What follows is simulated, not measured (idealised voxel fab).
The following process module bears the name voxel ribs on slabs.
Each square cell in cross-section cut measures 5 nm, and the section as a whole is 190 nm wide.
Cross-section, as written here: a square-cell grid given band by band from the top down, where a band holds one or more rows of cells.
The band entry comprises the height of the band's top followed by the height of its bottom, expressed in nm, and subsequently the band's materials from left to right, each stated together with its width in nm. Where a single material is marked with the word "full width", that material fills the band from edge to edge. The word "blank" represents empty space.
Convention: height 0 is the level below which the wafer, as received, is all one material. The lowest band does not terminate at the bottom but continues downward, represented as "from 0 down".
You'd read "30..40" like this: the band's top row of cells is as wide as the first number, its bottom row is as wide as the second, and going down, every row changes width by the same amount as the row before did.
What does "identical to before" mean for a step? It means no cell of the cross-section changed in that step.
"Closed void listing" - sealed voids, min. 8 cells, no opening to top; format: width x height at distance (distance from left edge; nm throughout).
Anything after a step's settings on that line? It's the simulator's own note about the step.
The "overlay nm" setting may appear on a step's line; for a step that uses a mask, it gives how far to the right of its planned position the mask lay, and a negative value indicates the left.
The following list gives the planned process steps
1) RECEIVE | material Si
2) DIRECTIONAL_DEP | material SiO2 | thk nm 20
3) DIRECTIONAL_DEP | material SiN | thk nm 25
4) DIRECTIONAL_DEP | material aC | thk nm 10
5) PATTERN | tone cover | mask id RIB | material resist | width nm 20 | thk nm 30 | overlay nm 0
6) DIRECTIONAL_ETCH | etch materials aC | depth nm 10
7) STRIP | etch materials resist
8) DIRECTIONAL_ETCH | etch materials SiN | depth nm 10
9) STRIP | etch materials aC
10) DIRECTIONAL_DEP | material aC | thk nm 15
11) PATTERN | tone cover | mask id SLAB | material resist | width nm 80 | thk nm 35 | overlay nm 0
12) DIRECTIONAL_ETCH | etch materials aC | depth nm 15
13) STRIP | etch materials resist
14) DIRECTIONAL_ETCH | etch materials SiN | depth nm 15
15) STRIP | etch materials aC
16) FILL_DEP | material SiO2 | thk nm 20
17) CMP | height nm 55
18) DIRECTIONAL_DEP | material W | thk nm 5
19) MASKED_ETCH | tone cover | mask id HEATER | width nm 30 | etch materials W | depth nm 5 | overlay nm 0
20) CONFORMAL_DEP | material SiN | thk nm 5
Wafer as received: cross-section following step 1
- from 0 down: Si full width
- Closed void listing: none
Looking at the first of two wafers in cross-section at end of module - ran to plan
- from 65 to 60: 75 blank, then 40 SiN, then 75 blank
- from 60 to 55: 80 SiN, then 30 W, then 80 SiN
- from 55 to 45: SiO2 full width
- from 45 to 35: 85 SiO2, then 20 SiN, then 85 SiO2
- from 35 to 20: 55 SiO2, then 80 SiN, then 55 SiO2
- from 20 to 0: SiO2 full width
- from 0 down: Si full width
- Closed void listing: none
Cross-sectional view: second of two wafers, end of module; start and plan identical to the first, one mistake in running
- from 65 to 60: 75 blank, then 40 SiN, then 75 blank
- from 60 to 55: 80 SiN, then 30 W, then 80 SiN
- from 55 to 45: SiO2 full width
- from 45 to 35: 85 SiO2, then 20 SiN, then 85 SiO2
- from 35 to 20: 50 SiO2, then 90 SiN, then 50 SiO2
- from 20 to 0: SiO2 full width
- from 0 down: Si full width
- Closed void listing: none
What was done differently from what was planned? step 11 went in with a setting other than planned; the actual run was PATTERN | tone cover | mask id SLAB | material resist | width nm 90 | thk nm 35 | overlay nm 0
The second wafer ends with more or fewer cells of some materials than the first, per final count: +6 SiN; -6 SiO2
